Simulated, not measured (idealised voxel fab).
process module | voxel released beams
cross-section cut | 180 nm wide | cells 5 nm
A cross-section is a grid of square cells, given in bands from the top down. A band is one or more rows of cells.
Each band's line starts with the height of the band's top and of its bottom, in nm. Then come its materials from left to right, each with its width in nm. One material with "throughout" fills the band from edge to edge. "air" is empty space.
Height 0 is the level under which the wafer as received is all one material. The lowest band goes on downwards, as in "0 down".
A width such as "30 to 40" changes by the same amount from each row of cells to the next, from the band's top row to its bottom row.
"no change" after a step means that no cell of the cross-section changed.
closed voids: empty space of 8 cells or more with no open way to the top, each as width x height at its distance from the left edge, in nm
after a step's settings: what the simulator itself notes on the step
overlay nm, on a step with a mask: how far to the right of its planned place the mask lay; to the left if negative
plan
1 op RECEIVE | material Si
2 op CONFORMAL_DEP | material SiN | thk nm 10
3 op DIRECTIONAL_DEP | material SiO2 | thk nm 15
4 op PATTERN | tone open | mask id ANCHOR | material resist | width nm 35 | thk nm 20 | overlay nm 0
5 op DIRECTIONAL_ETCH | etch materials SiO2 | depth nm 15
6 op STRIP | etch materials resist
7 op CONFORMAL_DEP | material polySi | thk nm 10
8 op PATTERN | tone cover | mask id BEAM | material resist | width nm 100 | thk nm 15 | overlay nm 0
9 op DIRECTIONAL_ETCH | etch materials polySi | depth nm 10
10 op STRIP | etch materials resist
11 op STRIP | etch materials SiO2
varied across the wafers: width nm of step 8. The plan shows the first wafer's value. All wafers start alike
first wafer as received, after step 1
  0 down: Si throughout
  closed voids: none
first wafer at the end, after step 11
  35 to 25: air 35 | polySi 10 | air 15 | polySi 75 | air 45
  25 to 20: air 35 | polySi 10 | air 15 | polySi 10 | air 110
  20 to 10: air 35 | polySi 35 | air 110
  10 to 0: SiN throughout
  0 down: Si throughout
  closed voids: none
last wafer at the end
  35 to 25: air 25 | polySi 20 | air 15 | polySi 90 | air 30
  25 to 20: air 35 | polySi 10 | air 15 | polySi 10 | air 110
  20 to 10: air 35 | polySi 35 | air 110
  10 to 0: SiN throughout
  0 down: Si throughout
  closed voids: none
each wafer at the end: cells of each material gained (+) or lost (-) since it was received, then its closed voids
width nm 100 | +72 SiN | +52 polySi | closed voids: none
width nm 105 | +72 SiN | +54 polySi | closed voids: none
width nm 110 | +72 SiN | +56 polySi | closed voids: none
width nm 115 | +72 SiN | +58 polySi | closed voids: none
width nm 120 | +72 SiN | +60 polySi | closed voids: none
width nm 125 | +72 SiN | +62 polySi | closed voids: none
